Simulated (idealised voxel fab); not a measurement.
process module | voxel plated lines
cross-section cut | 240 nm wide | cells 5 nm
A cross-section is a grid of square cells, given in bands from the top down. A band is one or more rows of cells.
Each band's line starts with the height of the band's top and of its bottom, in nm. Then come its materials from left to right, each with its width in nm. One material with "throughout" fills the band from edge to edge. "air" is empty space.
Height 0 is the level under which the wafer as received is all one material. The lowest band goes on downwards, as in "0 down".
A width such as "30 to 40" changes by the same amount from each row of cells to the next, from the band's top row to its bottom row.
"no change" after a step means that no cell of the cross-section changed.
closed voids: empty space of 8 cells or more with no open way to the top, each as width x height at its distance from the left edge, in nm
after a step's settings: what the simulator itself notes on the step
overlay nm, on a step with a mask: how far to the right of its planned place the mask lay; to the left if negative
Each pair below shows a cross-section before one step and the cross-section after it, down to the lowest band that changed. The line under each pair gives the step between them, with its settings. The pairs can come from different runs of this module on the same starting wafer, so a pair continues from the pair above only where its "before" says so.
before
  0 down: Si throughout
  closed voids: none
after
  5 to 0: SiO2 throughout
  below 0: unchanged
  closed voids: none
the step between: op CONFORMAL_DEP | material SiO2 | thk nm 5
before: the cross-section after the pair above
after
  10 to 5: TiN throughout
  below 5: unchanged
  closed voids: none
the step between: op DIRECTIONAL_DEP | material TiN | thk nm 5
before: the cross-section after the pair above
after
  35 to 10: resist 55 | air 25 | resist 25 | air 25 | resist 25 | air 25 | resist 60
  below 10: unchanged
  closed voids: none
the step between: op PATTERN | tone open | mask id LINES | material resist | width nm 25 | pitch nm 50 | thk nm 25 | overlay nm 0
before: the cross-section after the pair above
after
  35 to 15: resist 55 | air 25 | resist 25 | air 25 | resist 25 | air 25 | resist 60
  15 to 10: resist 55 | Ru 25 | resist 25 | Ru 25 | resist 25 | Ru 25 | resist 60
  below 10: unchanged
  closed voids: none
the step between: op EPI | material Ru | thk nm 5
before: the cross-section after the pair above
after
  35 to 25: resist 55 | air 25 | resist 25 | air 25 | resist 25 | air 25 | resist 60
  25 to 10: resist 55 | Ru 25 | resist 25 | Ru 25 | resist 25 | Ru 25 | resist 60
  below 10: unchanged
  closed voids: none
the step between: op EPI | material Ru | thk nm 10
before: the cross-section after the pair above
after
  25 to 10: air 55 | Ru 25 | air 25 | Ru 25 | air 25 | Ru 25 | air 60
  below 10: unchanged
  closed voids: none
the step between: op STRIP | etch materials resist
before: the cross-section after the pair above
after
  25 to 10: air 55 | Ru 25 | air 25 | Ru 25 | air 25 | Ru 25 | air 60
  10 to 5: air 55 | TiN 25 | air 25 | TiN 25 | air 25 | TiN 25 | air 60
  below 5: unchanged
  closed voids: none
the step between: op DIRECTIONAL_ETCH | etch materials TiN | depth nm 5
before: the cross-section after the pair above
after
  30 to 25: air 50 | SiCN 35 | air 15 | SiCN 35 | air 15 | SiCN 35 | air 55
  25 to 10: air 50 | SiCN 5 | Ru 25 | SiCN 5 | air 15 | SiCN 5 | Ru 25 | SiCN 5 | air 15 | SiCN 5 | Ru 25 | SiCN 5 | air 55
  10 to 5: SiCN 55 | TiN 25 | SiCN 25 | TiN 25 | SiCN 25 | TiN 25 | SiCN 60
  below 5: unchanged
  closed voids: none
the step between: op CONFORMAL_DEP | material SiCN | thk nm 5
before
  35 to 15: resist 55 | air 25 | resist 25 | air 25 | resist 25 | air 25 | resist 60
  15 to 10: resist 55 | Ru 25 | resist 25 | Ru 25 | resist 25 | Ru 25 | resist 60
  10 to 5: TiN throughout
  5 to 0: SiO2 throughout
  0 down: Si throughout
  closed voids: none
after
  15 to 10: air 55 | Ru 25 | air 25 | Ru 25 | air 25 | Ru 25 | air 60
  below 10: unchanged
  closed voids: none
the step between: op STRIP | etch materials resist
before: the cross-section after the pair above
after
  15 to 10: air 55 | Ru 25 | air 25 | Ru 25 | air 25 | Ru 25 | air 60
  10 to 5: air 55 | TiN 25 | air 25 | TiN 25 | air 25 | TiN 25 | air 60
  below 5: unchanged
  closed voids: none
the step between: op DIRECTIONAL_ETCH | etch materials TiN | depth nm 5
before: the cross-section after the pair above
after
  20 to 15: air 50 | SiCN 35 | air 15 | SiCN 35 | air 15 | SiCN 35 | air 55
  15 to 10: air 50 | SiCN 5 | Ru 25 | SiCN 5 | air 15 | SiCN 5 | Ru 25 | SiCN 5 | air 15 | SiCN 5 | Ru 25 | SiCN 5 | air 55
  10 to 5: SiCN 55 | TiN 25 | SiCN 25 | TiN 25 | SiCN 25 | TiN 25 | SiCN 60
  below 5: unchanged
  closed voids: none
the step between: op CONFORMAL_DEP | material SiCN | thk nm 5
before
  35 to 25: resist 55 | air 25 | resist 25 | air 25 | resist 25 | air 25 | resist 60
  25 to 10: resist 55 | Ru 25 | resist 25 | Ru 25 | resist 25 | Ru 25 | resist 60
  10 to 5: TiN throughout
  5 to 0: SiO2 throughout
  0 down: Si throughout
  closed voids: none
after
  35 to 10: resist 55 | Ru 25 | resist 25 | Ru 25 | resist 25 | Ru 25 | resist 60
  below 10: unchanged
  closed voids: none
the step between: op EPI | material Ru | thk nm 10
before: the cross-section after the pair above
after
  35 to 10: air 55 | Ru 25 | air 25 | Ru 25 | air 25 | Ru 25 | air 60
  below 10: unchanged
  closed voids: none
the step between: op STRIP | etch materials resist
before: the cross-section after the pair above
after
  35 to 10: air 55 | Ru 25 | air 25 | Ru 25 | air 25 | Ru 25 | air 60
  10 to 5: air 55 | TiN 25 | air 25 | TiN 25 | air 25 | TiN 25 | air 60
  below 5: unchanged
  closed voids: none
the step between: op DIRECTIONAL_ETCH | etch materials TiN | depth nm 5
before: the cross-section after the pair above
after
  40 to 35: air 50 | SiCN 35 | air 15 | SiCN 35 | air 15 | SiCN 35 | air 55
  35 to 10: air 50 | SiCN 5 | Ru 25 | SiCN 5 | air 15 | SiCN 5 | Ru 25 | SiCN 5 | air 15 | SiCN 5 | Ru 25 | SiCN 5 | air 55
  10 to 5: SiCN 55 | TiN 25 | SiCN 25 | TiN 25 | SiCN 25 | TiN 25 | SiCN 60
  below 5: unchanged
  closed voids: none
the step between: op CONFORMAL_DEP | material SiCN | thk nm 5
before
  10 to 5: TiN throughout
  5 to 0: SiO2 throughout
  0 down: Si throughout
  closed voids: none
after
  15 to 10: Ru throughout
  below 10: unchanged
  closed voids: none
the step between: op EPI | material Ru | thk nm 5
before: the cross-section after the pair above
after
  40 to 15: resist 55 | air 25 | resist 25 | air 25 | resist 25 | air 25 | resist 60
  below 15: unchanged
  closed voids: none
the step between: op PATTERN | tone open | mask id LINES | material resist | width nm 25 | pitch nm 50 | thk nm 25 | overlay nm 0
before: the cross-section after the pair above
after
  40 to 25: resist 55 | air 25 | resist 25 | air 25 | resist 25 | air 25 | resist 60
  25 to 15: resist 55 | Ru 25 | resist 25 | Ru 25 | resist 25 | Ru 25 | resist 60
  below 15: unchanged
  closed voids: none
the step between: op EPI | material Ru | thk nm 10
before: the cross-section after the pair above
after
  25 to 15: air 55 | Ru 25 | air 25 | Ru 25 | air 25 | Ru 25 | air 60
  below 15: unchanged
  closed voids: none
the step between: op STRIP | etch materials resist
before: the cross-section after the pair above
after
  30 to 25: air 50 | SiCN 35 | air 15 | SiCN 35 | air 15 | SiCN 35 | air 55
  25 to 20: air 50 | SiCN 5 | Ru 25 | SiCN 5 | air 15 | SiCN 5 | Ru 25 | SiCN 5 | air 15 | SiCN 5 | Ru 25 | SiCN 5 | air 55
  20 to 15: SiCN 55 | Ru 25 | SiCN 25 | Ru 25 | SiCN 25 | Ru 25 | SiCN 60
  below 15: unchanged
  closed voids: none
the step between: op CONFORMAL_DEP | material SiCN | thk nm 5
before
  0 down: Si throughout
  closed voids: none
after
  15 to 0: SiO2 throughout
  below 0: unchanged
  closed voids: none
the step between: op CONFORMAL_DEP | material SiO2 | thk nm 15
before: the cross-section after the pair above
after
  20 to 15: TiN throughout
  below 15: unchanged
  closed voids: none
the step between: op DIRECTIONAL_DEP | material TiN | thk nm 5
before: the cross-section after the pair above
after
  45 to 20: resist 55 | air 25 | resist 25 | air 25 | resist 25 | air 25 | resist 60
  below 20: unchanged
  closed voids: none
the step between: op PATTERN | tone open | mask id LINES | material resist | width nm 25 | pitch nm 50 | thk nm 25 | overlay nm 0
before: the cross-section after the pair above
after
  45 to 25: resist 55 | air 25 | resist 25 | air 25 | resist 25 | air 25 | resist 60
  25 to 20: resist 55 | Ru 25 | resist 25 | Ru 25 | resist 25 | Ru 25 | resist 60
  below 20: unchanged
  closed voids: none
the step between: op EPI | material Ru | thk nm 5
before: the cross-section after the pair above
after
  45 to 35: resist 55 | air 25 | resist 25 | air 25 | resist 25 | air 25 | resist 60
  35 to 20: resist 55 | Ru 25 | resist 25 | Ru 25 | resist 25 | Ru 25 | resist 60
  below 20: unchanged
  closed voids: none
the step between: op EPI | material Ru | thk nm 10
before: the cross-section after the pair above
after
  35 to 20: air 55 | Ru 25 | air 25 | Ru 25 | air 25 | Ru 25 | air 60
  below 20: unchanged
  closed voids: none
the step between: op STRIP | etch materials resist
before: the cross-section after the pair above
after
  35 to 20: air 55 | Ru 25 | air 25 | Ru 25 | air 25 | Ru 25 | air 60
  20 to 15: air 55 | TiN 25 | air 25 | TiN 25 | air 25 | TiN 25 | air 60
  below 15: unchanged
  closed voids: none
the step between: op DIRECTIONAL_ETCH | etch materials TiN | depth nm 5
before: the cross-section after the pair above
after
  40 to 35: air 50 | SiCN 35 | air 15 | SiCN 35 | air 15 | SiCN 35 | air 55
  35 to 20: air 50 | SiCN 5 | Ru 25 | SiCN 5 | air 15 | SiCN 5 | Ru 25 | SiCN 5 | air 15 | SiCN 5 | Ru 25 | SiCN 5 | air 55
  20 to 15: SiCN 55 | TiN 25 | SiCN 25 | TiN 25 | SiCN 25 | TiN 25 | SiCN 60
  below 15: unchanged
  closed voids: none
the step between: op CONFORMAL_DEP | material SiCN | thk nm 5
before
  10 to 5: TiN throughout
  5 to 0: SiO2 throughout
  0 down: Si throughout
  closed voids: none
after
  35 to 10: resist 60 | air 20 | resist 30 | air 20 | resist 30 | air 20 | resist 60
  below 10: unchanged
  closed voids: none
the step between: op PATTERN | tone open | mask id LINES | material resist | width nm 20 | pitch nm 50 | thk nm 25 | overlay nm 0
before: the cross-section after the pair above
after
  35 to 15: resist 60 | air 20 | resist 30 | air 20 | resist 30 | air 20 | resist 60
  15 to 10: resist 60 | Ru 20 | resist 30 | Ru 20 | resist 30 | Ru 20 | resist 60
  below 10: unchanged
  closed voids: none
the step between: op EPI | material Ru | thk nm 5
before: the cross-section after the pair above
after
  35 to 25: resist 60 | air 20 | resist 30 | air 20 | resist 30 | air 20 | resist 60
  25 to 10: resist 60 | Ru 20 | resist 30 | Ru 20 | resist 30 | Ru 20 | resist 60
  below 10: unchanged
  closed voids: none
the step between: op EPI | material Ru | thk nm 10
before: the cross-section after the pair above
after
  25 to 10: air 60 | Ru 20 | air 30 | Ru 20 | air 30 | Ru 20 | air 60
  below 10: unchanged
  closed voids: none
the step between: op STRIP | etch materials resist
before: the cross-section after the pair above
after
  25 to 10: air 60 | Ru 20 | air 30 | Ru 20 | air 30 | Ru 20 | air 60
  10 to 5: air 60 | TiN 20 | air 30 | TiN 20 | air 30 | TiN 20 | air 60
  below 5: unchanged
  closed voids: none
the step between: op DIRECTIONAL_ETCH | etch materials TiN | depth nm 5
before: the cross-section after the pair above
after
  30 to 25: air 55 | SiCN 30 | air 20 | SiCN 30 | air 20 | SiCN 30 | air 55
  25 to 10: air 55 | SiCN 5 | Ru 20 | SiCN 5 | air 20 | SiCN 5 | Ru 20 | SiCN 5 | air 20 | SiCN 5 | Ru 20 | SiCN 5 | air 55
  10 to 5: SiCN 60 | TiN 20 | SiCN 30 | TiN 20 | SiCN 30 | TiN 20 | SiCN 60
  below 5: unchanged
  closed voids: none
the step between: op CONFORMAL_DEP | material SiCN | thk nm 5
before
  10 to 5: TiN throughout
  5 to 0: SiO2 throughout
  0 down: Si throughout
  closed voids: none
after
  35 to 10: resist 65 | air 25 | resist 25 | air 25 | resist 25 | air 25 | resist 50
  below 10: unchanged
  closed voids: none
the step between: op PATTERN | tone open | mask id LINES | material resist | width nm 25 | pitch nm 50 | thk nm 25 | overlay nm 10
before: the cross-section after the pair above
after
  35 to 15: resist 65 | air 25 | resist 25 | air 25 | resist 25 | air 25 | resist 50
  15 to 10: resist 65 | Ru 25 | resist 25 | Ru 25 | resist 25 | Ru 25 | resist 50
  below 10: unchanged
  closed voids: none
the step between: op EPI | material Ru | thk nm 5
before: the cross-section after the pair above
after
  35 to 25: resist 65 | air 25 | resist 25 | air 25 | resist 25 | air 25 | resist 50
  25 to 10: resist 65 | Ru 25 | resist 25 | Ru 25 | resist 25 | Ru 25 | resist 50
  below 10: unchanged
  closed voids: none
the step between: op EPI | material Ru | thk nm 10
before: the cross-section after the pair above
after
  25 to 10: air 65 | Ru 25 | air 25 | Ru 25 | air 25 | Ru 25 | air 50
  below 10: unchanged
  closed voids: none
the step between: op STRIP | etch materials resist
before: the cross-section after the pair above
after
  25 to 10: air 65 | Ru 25 | air 25 | Ru 25 | air 25 | Ru 25 | air 50
  10 to 5: air 65 | TiN 25 | air 25 | TiN 25 | air 25 | TiN 25 | air 50
  below 5: unchanged
  closed voids: none
the step between: op DIRECTIONAL_ETCH | etch materials TiN | depth nm 5
before: the cross-section after the pair above
after
  30 to 25: air 60 | SiCN 35 | air 15 | SiCN 35 | air 15 | SiCN 35 | air 45
  25 to 10: air 60 | SiCN 5 | Ru 25 | SiCN 5 | air 15 | SiCN 5 | Ru 25 | SiCN 5 | air 15 | SiCN 5 | Ru 25 | SiCN 5 | air 45
  10 to 5: SiCN 65 | TiN 25 | SiCN 25 | TiN 25 | SiCN 25 | TiN 25 | SiCN 50
  below 5: unchanged
  closed voids: none
the step between: op CONFORMAL_DEP | material SiCN | thk nm 5
before
  0 down: Si throughout
  closed voids: none
after
  5 to 0: Ru throughout
  below 0: unchanged
  closed voids: none
the step between: op CONFORMAL_DEP | material Ru | thk nm 5
before: the cross-section after the pair above
after
  10 to 5: TiN throughout
  below 5: unchanged
  closed voids: none
the step between: op DIRECTIONAL_DEP | material TiN | thk nm 5
before: the cross-section after the pair above
after
  35 to 10: resist 55 | air 25 | resist 25 | air 25 | resist 25 | air 25 | resist 60
  below 10: unchanged
  closed voids: none
the step between: op PATTERN | tone open | mask id LINES | material resist | width nm 25 | pitch nm 50 | thk nm 25 | overlay nm 0
before: the cross-section after the pair above
after
  35 to 15: resist 55 | air 25 | resist 25 | air 25 | resist 25 | air 25 | resist 60
  15 to 10: resist 55 | Ru 25 | resist 25 | Ru 25 | resist 25 | Ru 25 | resist 60
  below 10: unchanged
  closed voids: none
the step between: op EPI | material Ru | thk nm 5
before: the cross-section after the pair above
after
  35 to 25: resist 55 | air 25 | resist 25 | air 25 | resist 25 | air 25 | resist 60
  25 to 10: resist 55 | Ru 25 | resist 25 | Ru 25 | resist 25 | Ru 25 | resist 60
  below 10: unchanged
  closed voids: none
the step between: op EPI | material Ru | thk nm 10
before: the cross-section after the pair above
after
  25 to 10: air 55 | Ru 25 | air 25 | Ru 25 | air 25 | Ru 25 | air 60
  below 10: unchanged
  closed voids: none
the step between: op STRIP | etch materials resist
before: the cross-section after the pair above
after
  25 to 10: air 55 | Ru 25 | air 25 | Ru 25 | air 25 | Ru 25 | air 60
  10 to 5: air 55 | TiN 25 | air 25 | TiN 25 | air 25 | TiN 25 | air 60
  below 5: unchanged
  closed voids: none
the step between: op DIRECTIONAL_ETCH | etch materials TiN | depth nm 5
before: the cross-section after the pair above
after
  30 to 25: air 50 | SiCN 35 | air 15 | SiCN 35 | air 15 | SiCN 35 | air 55
  25 to 10: air 50 | SiCN 5 | Ru 25 | SiCN 5 | air 15 | SiCN 5 | Ru 25 | SiCN 5 | air 15 | SiCN 5 | Ru 25 | SiCN 5 | air 55
  10 to 5: SiCN 55 | TiN 25 | SiCN 25 | TiN 25 | SiCN 25 | TiN 25 | SiCN 60
  below 5: unchanged
  closed voids: none
the step between: op CONFORMAL_DEP | material SiCN | thk nm 5
before
  10 to 5: TiN throughout
  5 to 0: SiO2 throughout
  0 down: Si throughout
  closed voids: none
after
  35 to 10: air 55 | resist 25 | air 25 | resist 25 | air 25 | resist 25 | air 60
  below 10: unchanged
  closed voids: none
the step between: op PATTERN | tone cover | mask id LINES | material resist | width nm 25 | pitch nm 50 | thk nm 25 | overlay nm 0
before: the cross-section after the pair above
after
  35 to 15: air 55 | resist 25 | air 25 | resist 25 | air 25 | resist 25 | air 60
  15 to 10: Ru 55 | resist 25 | Ru 25 | resist 25 | Ru 25 | resist 25 | Ru 60
  below 10: unchanged
  closed voids: none
the step between: op EPI | material Ru | thk nm 5
before: the cross-section after the pair above
after
  35 to 25: air 55 | resist 25 | air 25 | resist 25 | air 25 | resist 25 | air 60
  25 to 10: Ru 55 | resist 25 | Ru 25 | resist 25 | Ru 25 | resist 25 | Ru 60
  below 10: unchanged
  closed voids: none
the step between: op EPI | material Ru | thk nm 10
before: the cross-section after the pair above
after
  25 to 10: Ru 55 | air 25 | Ru 25 | air 25 | Ru 25 | air 25 | Ru 60
  below 10: unchanged
  closed voids: none
the step between: op STRIP | etch materials resist
before: the cross-section after the pair above
after
  25 to 10: Ru 55 | air 25 | Ru 25 | air 25 | Ru 25 | air 25 | Ru 60
  10 to 5: TiN 55 | air 25 | TiN 25 | air 25 | TiN 25 | air 25 | TiN 60
  below 5: unchanged
  closed voids: none
the step between: op DIRECTIONAL_ETCH | etch materials TiN | depth nm 5
before: the cross-section after the pair above
after
  30 to 25: SiCN 60 | air 15 | SiCN 35 | air 15 | SiCN 35 | air 15 | SiCN 65
  25 to 10: Ru 55 | SiCN 5 | air 15 | SiCN 5 | Ru 25 | SiCN 5 | air 15 | SiCN 5 | Ru 25 | SiCN 5 | air 15 | SiCN 5 | Ru 60
  10 to 5: TiN 55 | SiCN 25 | TiN 25 | SiCN 25 | TiN 25 | SiCN 25 | TiN 60
  below 5: unchanged
  closed voids: none
the step between: op CONFORMAL_DEP | material SiCN | thk nm 5
